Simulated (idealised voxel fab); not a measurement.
Module name: voxel self aligned vias (process module)
Square cells of 5 nm make up the cross-section cut, whose width is 185 nm.
The cross-sections in this document take the form of a grid made of square cells. They are written out as bands, in order from top to bottom. Each band consists of one or more rows of cells.
The band entry comprises the height of the band's top followed by the height of its bottom, expressed in nm, and subsequently the band's materials from left to right, each stated together with its width in nm. Where a single material is marked with the word "edge to edge", that material fills the band from edge to edge. The word "blank" represents empty space.
For the purposes of this specification, 0 denotes the height below which the wafer in its as-received condition is composed wholly of one material, and the lowermost band, lacking a lower limit, extends downward without end, as expressed in "0 nm and below".
Width spec "30->40" -> top row of cells at first value, bottom row at second value, equal per-row change in between.
Basically "everything unchanged" means that step didn't change any cell in the cross-section.
The label "Cavities, sealed" introduces a list of the empty spaces, 8 cells or larger, that have no open way up to the top; each entry in it reads width x height at distance, where the distance is taken from the left edge and all three are stated in nm.
If you see something after the settings on a step's line, that's the simulator's own remark about that step.
When a step includes a mask, the "overlay nm" setting on its line states how far to the right of its planned place that mask lay, and negative values state how far to the left.

# So here's the lineup of process steps we planned
1 RECEIVE with material Si
2 CONFORMAL_DEP with material SiO2, thk nm 10
3 CONFORMAL_DEP with material SiCN, thk nm 5
4 DIRECTIONAL_DEP with material SiO2, thk nm 25
5 MASKED_ETCH with tone open, mask id LINES, width nm 20, pitch nm 70, etch materials SiO2, depth nm 25, overlay nm 0
6 CONFORMAL_DEP with material TiN, thk nm 5
7 FILL_DEP with material Ru, thk nm 10
8 CMP with height nm 40
9 SELECTIVE_ETCH with etch materials W Ru TiN, depth nm 10
10 FILL_DEP with material SiN, thk nm 10
11 CMP with height nm 40
12 DIRECTIONAL_DEP with material SiO2, thk nm 15
13 DIRECTIONAL_DEP with material aC, thk nm 10
14 PATTERN with tone open, mask id VIAS, material resist, width nm 40, pitch nm 70, thk nm 25, overlay nm 0
15 DIRECTIONAL_ETCH with etch materials aC, depth nm 10
16 STRIP with etch materials resist
17 DIRECTIONAL_ETCH with etch materials SiO2, depth nm 15
18 DIRECTIONAL_ETCH with etch materials SiN, depth nm 10
19 STRIP with etch materials aC
20 CONFORMAL_DEP with material TiN, thk nm 5
21 FILL_DEP with material Ru, thk nm 5
22 CMP with height nm 55
23 CONFORMAL_DEP with material SiN, thk nm 5

# First wafer out of two, processed as planned

# Received-state cross-section, reflecting completion of step 1
  0 nm and below = Si edge to edge
  Cavities, sealed: none

# Step 2 complete: cross-section through the wafer
  10 nm to 0 nm = SiO2 edge to edge
  No changes below 0.

# Step 3 complete: cross-section through the wafer
  15 nm to 10 nm = SiCN edge to edge
  No changes below 10.

# Step 4 complete: cross-section through the wafer
  40 nm to 15 nm = SiO2 edge to edge
  No changes below 15.

# Step 5 complete: cross-section through the wafer
  40 nm to 15 nm = 45 SiO2, then 20 blank, then 50 SiO2, then 20 blank, then 50 SiO2
  No changes below 15.

# Step 6 complete: cross-section through the wafer
  45 nm to 40 nm = 50 TiN, then 10 blank, then 60 TiN, then 10 blank, then 55 TiN
  40 nm to 20 nm = 45 SiO2, then 5 TiN, then 10 blank, then 5 TiN, then 50 SiO2, then 5 TiN, then 10 blank, then 5 TiN, then 50 SiO2
  20 nm to 15 nm = 45 SiO2, then 20 TiN, then 50 SiO2, then 20 TiN, then 50 SiO2
  No changes below 15.

# Step 7 complete: cross-section through the wafer
  55 nm to 45 nm = Ru edge to edge
  45 nm to 40 nm = 50 TiN, then 10 Ru, then 60 TiN, then 10 Ru, then 55 TiN
  40 nm to 20 nm = 45 SiO2, then 5 TiN, then 10 Ru, then 5 TiN, then 50 SiO2, then 5 TiN, then 10 Ru, then 5 TiN, then 50 SiO2
  No changes below 20.

# Step 8 complete: cross-section through the wafer
  40 nm to 20 nm = 45 SiO2, then 5 TiN, then 10 Ru, then 5 TiN, then 50 SiO2, then 5 TiN, then 10 Ru, then 5 TiN, then 50 SiO2
  No changes below 20.

# Step 9 complete: cross-section through the wafer
  40 nm to 30 nm = 45 SiO2, then 20 blank, then 50 SiO2, then 20 blank, then 50 SiO2
  No changes below 30.

# Step 10 complete: cross-section through the wafer
  50 nm to 40 nm = SiN edge to edge
  40 nm to 30 nm = 45 SiO2, then 20 SiN, then 50 SiO2, then 20 SiN, then 50 SiO2
  No changes below 30.

# Step 11 complete: cross-section through the wafer
  40 nm to 30 nm = 45 SiO2, then 20 SiN, then 50 SiO2, then 20 SiN, then 50 SiO2
  No changes below 30.

# Step 12 complete: cross-section through the wafer
  55 nm to 40 nm = SiO2 edge to edge
  No changes below 40.

# Step 13 complete: cross-section through the wafer
  65 nm to 55 nm = aC edge to edge
  No changes below 55.

# Step 14 complete: cross-section through the wafer
  90 nm to 65 nm = 35 resist, then 40 blank, then 30 resist, then 40 blank, then 40 resist
  No changes below 65.

# Step 15 complete: cross-section through the wafer
  80 nm to 65 nm = 35 resist, then 40 blank, then 30 resist, then 40 blank, then 40 resist
  65 nm to 55 nm = 35 aC, then 40 blank, then 30 aC, then 40 blank, then 40 aC
  No changes below 55.

# Step 16 complete: cross-section through the wafer
  65 nm to 55 nm = 35 aC, then 40 blank, then 30 aC, then 40 blank, then 40 aC
  No changes below 55.

# Step 17 complete: cross-section through the wafer
  65 nm to 55 nm = 35 aC, then 40 blank, then 30 aC, then 40 blank, then 40 aC
  55 nm to 40 nm = 35 SiO2, then 40 blank, then 30 SiO2, then 40 blank, then 40 SiO2
  No changes below 40.

# Step 18 complete: cross-section through the wafer
  65 nm to 55 nm = 35 aC, then 40 blank, then 30 aC, then 40 blank, then 40 aC
  55 nm to 40 nm = 35 SiO2, then 40 blank, then 30 SiO2, then 40 blank, then 40 SiO2
  40 nm to 30 nm = 45 SiO2, then 20 blank, then 50 SiO2, then 20 blank, then 50 SiO2
  No changes below 30.

# Step 19 complete: cross-section through the wafer
  55 nm to 40 nm = 35 SiO2, then 40 blank, then 30 SiO2, then 40 blank, then 40 SiO2
  No changes below 40.

# Step 20 complete: cross-section through the wafer
  60 nm to 55 nm = 40 TiN, then 30 blank, then 40 TiN, then 30 blank, then 45 TiN
  55 nm to 45 nm = 35 SiO2, then 5 TiN, then 30 blank, then 5 TiN, then 30 SiO2, then 5 TiN, then 30 blank, then 5 TiN, then 40 SiO2
  45 nm to 35 nm = 35->45 SiO2, then 15->5 TiN, then 10 blank, then 15->5 TiN, then 30->50 SiO2, then 15->5 TiN, then 10 blank, then 15->5 TiN, then 40->50 SiO2
  35 nm to 30 nm = 45 SiO2, then 20 TiN, then 50 SiO2, then 20 TiN, then 50 SiO2
  No changes below 30.

# Step 21 complete: cross-section through the wafer
  65 nm to 60 nm = Ru edge to edge
  60 nm to 55 nm = 40 TiN, then 30 Ru, then 40 TiN, then 30 Ru, then 45 TiN
  55 nm to 45 nm = 35 SiO2, then 5 TiN, then 30 Ru, then 5 TiN, then 30 SiO2, then 5 TiN, then 30 Ru, then 5 TiN, then 40 SiO2
  45 nm to 35 nm = 35->45 SiO2, then 15->5 TiN, then 10 Ru, then 15->5 TiN, then 30->50 SiO2, then 15->5 TiN, then 10 Ru, then 15->5 TiN, then 40->50 SiO2
  No changes below 35.

# Step 22 complete: cross-section through the wafer
  55 nm to 45 nm = 35 SiO2, then 5 TiN, then 30 Ru, then 5 TiN, then 30 SiO2, then 5 TiN, then 30 Ru, then 5 TiN, then 40 SiO2
  No changes below 45.

# Step 23 complete: cross-section through the wafer
  60 nm to 55 nm = SiN edge to edge
  No changes below 55.

# second wafer: like start, like plan, one mistake. Through step 13 it matches the first wafer

# Second wafer: cross-section at the scheduled end of step 14
  90 nm to 65 nm = 35 blank, then 40 resist, then 30 blank, then 40 resist, then 40 blank
  No changes below 65.

# Second wafer: cross-section at the scheduled end of step 15
  80 nm to 65 nm = 35 blank, then 40 resist, then 30 blank, then 40 resist, then 40 blank
  65 nm to 55 nm = 35 blank, then 40 aC, then 30 blank, then 40 aC, then 40 blank
  No changes below 55.

# Second wafer: cross-section at the scheduled end of step 16
  65 nm to 55 nm = 35 blank, then 40 aC, then 30 blank, then 40 aC, then 40 blank
  No changes below 55.

# Second wafer: cross-section at the scheduled end of step 17
  65 nm to 55 nm = 35 blank, then 40 aC, then 30 blank, then 40 aC, then 40 blank
  55 nm to 40 nm = 35 blank, then 40 SiO2, then 30 blank, then 40 SiO2, then 40 blank
  No changes below 40.

Second wafer: cross-section at the scheduled end of step 18: everything unchanged

# Second wafer: cross-section at the scheduled end of step 19
  55 nm to 40 nm = 35 blank, then 40 SiO2, then 30 blank, then 40 SiO2, then 40 blank
  No changes below 40.

# Second wafer: cross-section at the scheduled end of step 20
  60 nm to 55 nm = 30 blank, then 50 TiN, then 20 blank, then 50 TiN, then 35 blank
  55 nm to 45 nm = 30 blank, then 5 TiN, then 40 SiO2, then 5 TiN, then 20 blank, then 5 TiN, then 40 SiO2, then 5 TiN, then 35 blank
  45 nm to 40 nm = 35 TiN, then 40 SiO2, then 30 TiN, then 40 SiO2, then 40 TiN
  No changes below 40.

# Second wafer: cross-section at the scheduled end of step 21
  65 nm to 60 nm = Ru edge to edge
  60 nm to 55 nm = 30 Ru, then 50 TiN, then 20 Ru, then 50 TiN, then 35 Ru
  55 nm to 45 nm = 30 Ru, then 5 TiN, then 40 SiO2, then 5 TiN, then 20 Ru, then 5 TiN, then 40 SiO2, then 5 TiN, then 35 Ru
  No changes below 45.

# Second wafer: cross-section at the scheduled end of step 22
  55 nm to 45 nm = 30 Ru, then 5 TiN, then 40 SiO2, then 5 TiN, then 20 Ru, then 5 TiN, then 40 SiO2, then 5 TiN, then 35 Ru
  No changes below 45.

# Second wafer: cross-section at the scheduled end of step 23
  60 nm to 55 nm = SiN edge to edge
  No changes below 55.
Misprocessing identified: the process deviated at step 14: the operation and settings actually run there were PATTERN with tone cover, mask id VIAS, material resist, width nm 40, pitch nm 70, thk nm 25, overlay nm 0
Cell-count delta at end, second wafer over first, by material: Ru: 2 more, SiN: 16 more, SiO2: 15 fewer, TiN: 3 fewer
